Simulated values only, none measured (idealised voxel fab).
Process module in this document: voxel ribs on slabs
The cross-section on display is named cut; it measures 185 nm wide, and its cells are 5 nm squares.
Reading order for cross-sections: top band down to bottom band. Underlying form: a grid of square cells. Band size: one or more rows of cells. What a band's entry tells you: where the top is and where the bottom is, as heights in nm, and after that what lies inside, material by material from left to right, each with its width in nm. Empty space is written as the word "empty", and a single material marked with the word "all across" occupies the band from edge to edge. The level at which height equals 0 is the one under which the wafer, as it arrives, is entirely one material. No lower edge exists for the bottom band, which continues downward and is notated as in "0 down". The width entry "30 to 40" should be interpreted row by row: the top row of cells in the band takes the first number, the bottom row takes the second number, and the change between adjacent rows is uniform throughout. "nothing different" for a step: no cell of the cross-section changed in that step. Reported under the label "Closed internal voids" are the empty spaces having no open way to the top and comprising 8 cells or more; the notation for each is width x height at distance, in which the distance is measured from the left edge and all three values are in nm. after a step's settings: what the simulator itself notes on the step. The "overlay nm" setting may appear on a step's line; for a step that uses a mask, it gives how far to the right of its planned position the mask lay, and a negative value indicates the left. Each pair of cross-sections that follows straddles one process step: the one shows the state before the step, the other the state after it, down to the lowest band that changed and no further. The step in question, and its settings, are given under the pair. Note that a pair is not necessarily a continuation of the pair above it, since pairs can come from different runs of this module on the same starting wafer; it is a continuation only where its entry headed "State on entry" says so.

State on entry
- 50 to 40  empty 75 to 60 nm  aC 30 to 60 nm  empty 80 to 65 nm
- 40 to 35  empty 60 nm  aC 15 nm  SiN 30 nm  aC 15 nm  empty 65 nm
- 35 to 25  SiN all across
- 25 to 0  W all across
- 0 down  Si all across
- Closed internal voids: none

Post-Process View
- 50 to 40  empty 75 to 60 nm  aC 30 to 60 nm  empty 80 to 65 nm
- 40 to 35  empty 60 nm  aC 15 nm  SiN 30 nm  aC 15 nm  empty 65 nm
- 35 to 25  empty 60 nm  SiN 60 nm  empty 65 nm
- Heights below 25 show no change.
- Closed internal voids: none
Before/after cross-sections above; step in between: DIRECTIONAL_ETCH with etch materials SiN, depth nm 10

State on entry: the wafer arrives at this step looking as the after cross-section in the pair just above shows it.

Post-Process View
- 40 to 35  empty 75 nm  SiN 30 nm  empty 80 nm
- Heights below 35 show no change.
- Closed internal voids: none
Before/after cross-sections above; step in between: STRIP with etch materials aC

State on entry: the wafer arrives at this step looking as the after cross-section in the pair just above shows it.

Post-Process View
- 65 to 40  SiO2 all across
- 40 to 35  SiO2 75 nm  SiN 30 nm  SiO2 80 nm
- 35 to 25  SiO2 60 nm  SiN 60 nm  SiO2 65 nm
- Heights below 25 show no change.
- Closed internal voids: none
Before/after cross-sections above; step in between: FILL_DEP with material SiO2, thk nm 25

State on entry: the wafer arrives at this step looking as the after cross-section in the pair just above shows it.

Post-Process View
- 60 to 40  SiO2 all across
- Heights below 40 show no change.
- Closed internal voids: none
Before/after cross-sections above; step in between: CMP with height nm 60

State on entry: the wafer arrives at this step looking as the after cross-section in the pair just above shows it.

Post-Process View
- 65 to 60  W all across
- Heights below 60 show no change.
- Closed internal voids: none
Before/after cross-sections above; step in between: DIRECTIONAL_DEP with material W, thk nm 5

State on entry: the wafer arrives at this step looking as the after cross-section in the pair just above shows it.

Post-Process View
- 80 to 65  empty 70 nm  resist 40 nm  empty 75 nm
- Heights below 65 show no change.
- Closed internal voids: none
Before/after cross-sections above; step in between: PATTERN with tone cover, mask id HEATER, material resist, width nm 40, thk nm 15, overlay nm 0

State on entry: the wafer arrives at this step looking as the after cross-section in the pair just above shows it.

Post-Process View
- 80 to 65  empty 70 nm  resist 40 nm  empty 75 nm
- 65 to 60  empty 70 nm  W 40 nm  empty 75 nm
- Heights below 60 show no change.
- Closed internal voids: none
Before/after cross-sections above; step in between: DIRECTIONAL_ETCH with etch materials W, depth nm 5

State on entry: the wafer arrives at this step looking as the after cross-section in the pair just above shows it.

Post-Process View
- 65 to 60  empty 70 nm  W 40 nm  empty 75 nm
- Heights below 60 show no change.
- Closed internal voids: none
Before/after cross-sections above; step in between: STRIP with etch materials resist

State on entry: the wafer arrives at this step looking as the after cross-section in the pair just above shows it.

Post-Process View
- 75 to 70  empty 60 nm  SiN 60 nm  empty 65 nm
- 70 to 65  SiN all across
- 65 to 60  SiN 70 nm  W 40 nm  SiN 75 nm
- Heights below 60 show no change.
- Closed internal voids: none
Before/after cross-sections above; step in between: CONFORMAL_DEP with material SiN, thk nm 10

State on entry
- 40 to 25  SiN all across
- 25 to 0  SiO2 all across
- 0 down  Si all across
- Closed internal voids: none

Post-Process View
- 55 to 40  resist 75 nm  empty 30 nm  resist 80 nm
- Heights below 40 show no change.
- Closed internal voids: none
Before/after cross-sections above; step in between: PATTERN with tone open, mask id RIB, material resist, width nm 30, thk nm 15, overlay nm 0

State on entry: the wafer arrives at this step looking as the after cross-section in the pair just above shows it.

Post-Process View
- 55 to 40  resist 75 nm  empty 30 nm  resist 80 nm
- 40 to 35  SiN 75 nm  empty 30 nm  SiN 80 nm
- Heights below 35 show no change.
- Closed internal voids: none
Before/after cross-sections above; step in between: DIRECTIONAL_ETCH with etch materials SiN, depth nm 5

State on entry: the wafer arrives at this step looking as the after cross-section in the pair just above shows it.

Post-Process View
- 40 to 35  SiN 75 nm  empty 30 nm  SiN 80 nm
- Heights below 35 show no change.
- Closed internal voids: none
Before/after cross-sections above; step in between: STRIP with etch materials resist

State on entry: the wafer arrives at this step looking as the after cross-section in the pair just above shows it.

Post-Process View
- 50 to 45  aC 75 nm  empty 30 nm  aC 80 nm
- 45 to 40  aC all across
- 40 to 35  SiN 75 nm  aC 30 nm  SiN 80 nm
- Heights below 35 show no change.
- Closed internal voids: none
Before/after cross-sections above; step in between: DIRECTIONAL_DEP with material aC, thk nm 10

State on entry: the wafer arrives at this step looking as the after cross-section in the pair just above shows it.

Post-Process View
- 75 to 50  empty 60 nm  resist 60 nm  empty 65 nm
- 50 to 45  aC 75 nm  resist 30 nm  aC 80 nm
- Heights below 45 show no change.
- Closed internal voids: none
Before/after cross-sections above; step in between: PATTERN with tone cover, mask id SLAB, material resist, width nm 60, thk nm 25, overlay nm 0

State on entry: the wafer arrives at this step looking as the after cross-section in the pair just above shows it.

Post-Process View
- 65 to 50  empty 60 nm  resist 60 nm  empty 65 nm
- 50 to 45  empty 60 nm  aC 15 nm  resist 30 nm  aC 15 nm  empty 65 nm
- 45 to 40  empty 60 nm  aC 60 nm  empty 65 nm
- Heights below 40 show no change.
- Closed internal voids: none
Before/after cross-sections above; step in between: DIRECTIONAL_ETCH with etch materials aC, depth nm 10

State on entry: the wafer arrives at this step looking as the after cross-section in the pair just above shows it.

Post-Process View
- 50 to 45  empty 60 nm  aC 15 nm  empty 30 nm  aC 15 nm  empty 65 nm
- Heights below 45 show no change.
- Closed internal voids: none
Before/after cross-sections above; step in between: STRIP with etch materials resist

State on entry: the wafer arrives at this step looking as the after cross-section in the pair just above shows it.

Post-Process View
- 50 to 45  empty 60 nm  aC 15 nm  empty 30 nm  aC 15 nm  empty 65 nm
- 45 to 40  empty 60 nm  aC 60 nm  empty 65 nm
- 40 to 35  empty 60 nm  SiN 15 nm  aC 30 nm  SiN 15 nm  empty 65 nm
- 35 to 30  empty 60 nm  SiN 60 nm  empty 65 nm
- Heights below 30 show no change.
- Closed internal voids: none
Before/after cross-sections above; step in between: DIRECTIONAL_ETCH with etch materials SiN, depth nm 10

State on entry: the wafer arrives at this step looking as the after cross-section in the pair just above shows it.

Post-Process View
- 40 to 35  empty 60 nm  SiN 15 nm  empty 30 nm  SiN 15 nm  empty 65 nm
- Heights below 35 show no change.
- Closed internal voids: none
Before/after cross-sections above; step in between: STRIP with etch materials aC

State on entry: the wafer arrives at this step looking as the after cross-section in the pair just above shows it.

Post-Process View
- 65 to 40  SiO2 all across
- 40 to 35  SiO2 60 nm  SiN 15 nm  SiO2 30 nm  SiN 15 nm  SiO2 65 nm
- 35 to 30  SiO2 60 nm  SiN 60 nm  SiO2 65 nm
- Heights below 30 show no change.
- Closed internal voids: none
Before/after cross-sections above; step in between: FILL_DEP with material SiO2, thk nm 25

State on entry: the wafer arrives at this step looking as the after cross-section in the pair just above shows it.

Post-Process View
- 60 to 40  SiO2 all across
- Heights below 40 show no change.
- Closed internal voids: none
Before/after cross-sections above; step in between: CMP with height nm 60

State on entry: the wafer arrives at this step looking as the after cross-section in the pair just above shows it.

Post-Process View
- 65 to 60  W all across
- Heights below 60 show no change.
- Closed internal voids: none
Before/after cross-sections above; step in between: DIRECTIONAL_DEP with material W, thk nm 5

State on entry: the wafer arrives at this step looking as the after cross-section in the pair just above shows it.

Post-Process View
- 80 to 65  empty 70 nm  resist 40 nm  empty 75 nm
- Heights below 65 show no change.
- Closed internal voids: none
Before/after cross-sections above; step in between: PATTERN with tone cover, mask id HEATER, material resist, width nm 40, thk nm 15, overlay nm 0

State on entry: the wafer arrives at this step looking as the after cross-section in the pair just above shows it.

Post-Process View
- 80 to 65  empty 70 nm  resist 40 nm  empty 75 nm
- 65 to 60  empty 70 nm  W 40 nm  empty 75 nm
- Heights below 60 show no change.
- Closed internal voids: none
Before/after cross-sections above; step in between: DIRECTIONAL_ETCH with etch materials W, depth nm 5

State on entry: the wafer arrives at this step looking as the after cross-section in the pair just above shows it.

Post-Process View
- 65 to 60  empty 70 nm  W 40 nm  empty 75 nm
- Heights below 60 show no change.
- Closed internal voids: none
Before/after cross-sections above; step in between: STRIP with etch materials resist

State on entry: the wafer arrives at this step looking as the after cross-section in the pair just above shows it.

Post-Process View
- 75 to 70  empty 60 nm  SiN 60 nm  empty 65 nm
- 70 to 65  SiN all across
- 65 to 60  SiN 70 nm  W 40 nm  SiN 75 nm
- Heights below 60 show no change.
- Closed internal voids: none
Before/after cross-sections above; step in between: CONFORMAL_DEP with material SiN, thk nm 10
